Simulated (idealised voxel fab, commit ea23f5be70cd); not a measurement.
Name of the process module below: voxel self aligned vias
We display cut, a cross-section 155 nm in width whose square cells are each 5 nm.
Throughout this document, each cross-section is represented as a grid of square cells and is presented as a sequence of bands enumerated from the top downward, where a band comprises one or more rows of cells. Band entry format. Leading values: height of top, height of bottom, nm. Remainder: materials in left-to-right order, each with its width in nm. Special words: "all across" on a single material, which then fills the band edge to edge; "air", empty space. It should be noted that heights are counted from 0, beneath which the wafer as supplied is of one material throughout, and that the lowest band possesses no lower boundary but continues downward, as written in "from 0 down". The two numbers in a width such as "30 to 40" mark its ends across the band: the first belongs to the top row of cells, the second to the bottom row, and from each row to the next the width moves by the same amount. "no change occurred" after a step means that no cell of the cross-section changed. "Trapped void list" specifies each empty space that is not open to the top and that occupies no fewer than 8 cells, using the form width x height at distance, the distance measured from the left edge and all three quantities in nm. The remark found on a step's line after its settings is issued by the simulator itself and pertains to that step. You can add "overlay nm" to a step's line. For a step with a mask, it describes how far the mask lay to the right of its planned position, and a negative number describes a lay to the left.

List of planned process steps:
1,RECEIVE,material Si
2,CONFORMAL_DEP,material SiO2,thk nm 15
3,CONFORMAL_DEP,material SiCN,thk nm 5
4,DIRECTIONAL_DEP,material lowk,thk nm 30
5,MASKED_ETCH,tone open,mask id LINES,width nm 30,pitch nm 60,etch materials lowk,depth nm 30,overlay nm 0
6,CONFORMAL_DEP,material TiN,thk nm 5
7,FILL_DEP,material W,thk nm 5
8,CMP,height nm 50
9,SELECTIVE_ETCH,etch materials W Ru TiN,depth nm 5
10,FILL_DEP,material SiN,thk nm 10
11,CMP,height nm 50
12,DIRECTIONAL_DEP,material lowk,thk nm 20
13,DIRECTIONAL_DEP,material aC,thk nm 10
14,PATTERN,tone open,mask id VIAS,material resist,width nm 40,pitch nm 60,thk nm 25,overlay nm 0
15,DIRECTIONAL_ETCH,etch materials aC,depth nm 10
16,STRIP,etch materials resist
17,DIRECTIONAL_ETCH,etch materials lowk,depth nm 20
18,DIRECTIONAL_ETCH,etch materials SiN,depth nm 5
19,STRIP,etch materials aC
20,CONFORMAL_DEP,material TiN,thk nm 5
21,FILL_DEP,material Ru,thk nm 5
22,CMP,height nm 70
23,CONFORMAL_DEP,material SiN,thk nm 5

Cross-section of the wafer as it came to us, i.e., already through step 1:
> from 0 down = Si all across
> Trapped void list: none

First of two wafers, end-of-module section, run followed plan:
> from 75 to 70 = SiN all across
> from 70 to 55 = 25 lowk, 5 TiN, 30 Ru, 5 TiN, 20 lowk, 5 TiN, 30 Ru, 5 TiN, 30 lowk
> from 55 to 50 = 25 lowk, 10 TiN, 20 Ru, 10 TiN, 20 lowk, 10 TiN, 20 Ru, 10 TiN, 30 lowk
> from 50 to 45 = 30 lowk, 30 TiN, 30 lowk, 30 TiN, 35 lowk
> from 45 to 25 = 30 lowk, 5 TiN, 20 W, 5 TiN, 30 lowk, 5 TiN, 20 W, 5 TiN, 35 lowk
> from 25 to 20 = 30 lowk, 30 TiN, 30 lowk, 30 TiN, 35 lowk
> from 20 to 15 = SiCN all across
> from 15 to 0 = SiO2 all across
> from 0 down = Si all across
> Trapped void list: none

Second of two wafers, module complete, sectioned: it shares the first wafer's start and plan but was run with one mistake:
> from 75 to 70 = SiN all across
> from 70 to 55 = 25 lowk, 5 TiN, 30 Ru, 5 TiN, 20 lowk, 5 TiN, 30 Ru, 5 TiN, 30 lowk
> from 55 to 50 = 25 lowk, 10 TiN, 20 Ru, 10 TiN, 20 lowk, 10 TiN, 20 Ru, 10 TiN, 30 lowk
> from 50 to 45 = 30 lowk, 30 TiN, 30 lowk, 30 TiN, 35 lowk
> from 45 to 40 = 30 lowk, 5 TiN, 20 W, 5 TiN, 30 lowk, 5 TiN, 20 W, 5 TiN, 35 lowk
> from 40 to 35 = 30 lowk, 30 TiN, 30 lowk, 30 TiN, 35 lowk
> from 35 to 30 = SiCN all across
> from 30 to 0 = SiO2 all across
> from 0 down = Si all across
> Trapped void list: none
what went wrong: the plan had its step 2 run twice
End of process, cell counts, second wafer against first, materials with more or fewer: SiO2: 93 more; TiN: 12 fewer; W: 24 fewer; lowk: 57 fewer
